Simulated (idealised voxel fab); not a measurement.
The following process module bears the name voxel capacitor over wiring.
The width of the displayed cross-section, cut, is 235 nm; its cells are square, with a size of 5 nm.
Just so we're on the same page, the cross-sections are grids of square cells, and they're listed out in bands top to bottom, each band one or more rows deep.
Top, bottom (nm), then materials left to right with widths (nm); lone material tagged "throughout" fills the whole band edge to edge; "blank" = empty space.
Basically, 0 is our baseline, since under it the wafer straight out of the box is all one material. The bottom band has no lower end and keeps on going down, so it looks like "0 down".
The width entry "30 to 40" should be interpreted row by row: the top row of cells in the band takes the first number, the bottom row takes the second number, and the change between adjacent rows is uniform throughout.
The cross-section has no changed cell in any step marked "all unchanged".
Look at "Enclosed voids" for the closed voids: empty spaces with no open path to the top, sized 8 cells or up. Each is width x height at distance, distance from the left edge, all nm.
Whatever follows a step's settings on its line is a remark the simulator itself makes about that step.
"overlay nm" on a masked step: distance the mask lay right of its planned place, negative for left.

Steps planned for the process:
1: RECEIVE: material Si
2: CONFORMAL_DEP: material SiO2, thk nm 10
3: DIRECTIONAL_DEP: material TiN, thk nm 5
4: DIRECTIONAL_DEP: material Ru, thk nm 25
5: MASKED_ETCH: tone cover, mask id METAL_1, width nm 30, pitch nm 95, etch materials Ru, depth nm 25, overlay nm 0
6: MASKED_ETCH: tone cover, mask id METAL_1, width nm 30, pitch nm 95, etch materials TiN, depth nm 5, overlay nm 0
7: CONFORMAL_DEP: material SiCN, thk nm 5
8: FILL_DEP: material SiO2, thk nm 5
9: CMP: height nm 40
10: CONFORMAL_DEP: material SiCN, thk nm 5
11: DIRECTIONAL_DEP: material SiO2, thk nm 20
12: PATTERN: tone open, mask id PLUG_1, material resist, width nm 15, thk nm 20, overlay nm 0
13: DIRECTIONAL_ETCH: etch materials SiO2, depth nm 20
14: DIRECTIONAL_ETCH: etch materials SiCN, depth nm 5
15: STRIP: etch materials resist
16: CONFORMAL_DEP: material TiN, thk nm 5
17: FILL_DEP: material W, thk nm 10
18: CMP: height nm 65
19: DIRECTIONAL_DEP: material TiN, thk nm 10
20: DIRECTIONAL_DEP: material Al2O3, thk nm 5
21: DIRECTIONAL_DEP: material TiN, thk nm 10
22: MASKED_ETCH: tone cover, mask id UPPER_PLATE, width nm 70, etch materials TiN, depth nm 10, overlay nm 0
23: MASKED_ETCH: tone cover, mask id UPPER_PLATE, width nm 70, etch materials Al2O3, depth nm 5, overlay nm 0
24: MASKED_ETCH: tone cover, mask id LOWER_PLATE, width nm 80, etch materials TiN, depth nm 10, overlay nm 0
25: FILL_DEP: material SiO2, thk nm 20
26: CMP: height nm 105
27: DIRECTIONAL_DEP: material aC, thk nm 10
28: PATTERN: tone open, mask id PLUG_2, material resist, width nm 15, thk nm 30, overlay nm 0
29: DIRECTIONAL_ETCH: etch materials aC, depth nm 10
30: STRIP: etch materials resist
31: DIRECTIONAL_ETCH: etch materials SiO2, depth nm 15
32: STRIP: etch materials aC
33: CONFORMAL_DEP: material TiN, thk nm 5
34: FILL_DEP: material Ru, thk nm 5
35: CMP: height nm 105
36: CONFORMAL_DEP: material SiCN, thk nm 5

Cross-section of the wafer upon arrival, representing the state reached after step 1:
    0 down = Si throughout
    Enclosed voids: none

Below is the wafer in cross-section after the module was completed. It began from the starting point shown above and followed the plan shown above, except that one mistake was made while running it:
    110 to 105 = SiCN throughout
    105 to 95 = SiO2 80, then TiN 5, then Ru 5, then TiN 5, then SiO2 140
    95 to 90 = SiO2 80, then TiN 15, then SiO2 140
    90 to 80 = SiO2 70, then TiN 70, then SiO2 95
    80 to 75 = SiO2 70, then Al2O3 70, then SiO2 95
    75 to 65 = SiO2 65, then TiN 80, then SiO2 90
    65 to 45 = SiO2 70, then TiN 5, then W 5, then TiN 5, then SiO2 150
    45 to 40 = SiCN 70, then TiN 15, then SiCN 150
    40 to 35 = SiO2 throughout
    35 to 30 = SiO2 50, then SiCN 40, then SiO2 55, then SiCN 40, then SiO2 50
    30 to 5 = SiO2 50, then SiCN 5, then Ru 30, then SiCN 5, then SiO2 55, then SiCN 5, then Ru 30, then SiCN 5, then SiO2 50
    5 to 0 = SiCN 55, then TiN 30, then SiCN 65, then TiN 30, then SiCN 55
    0 down = Si throughout
    Enclosed voids: none
Here's what went sideways: step 2 from the plan never happened, it was just skipped
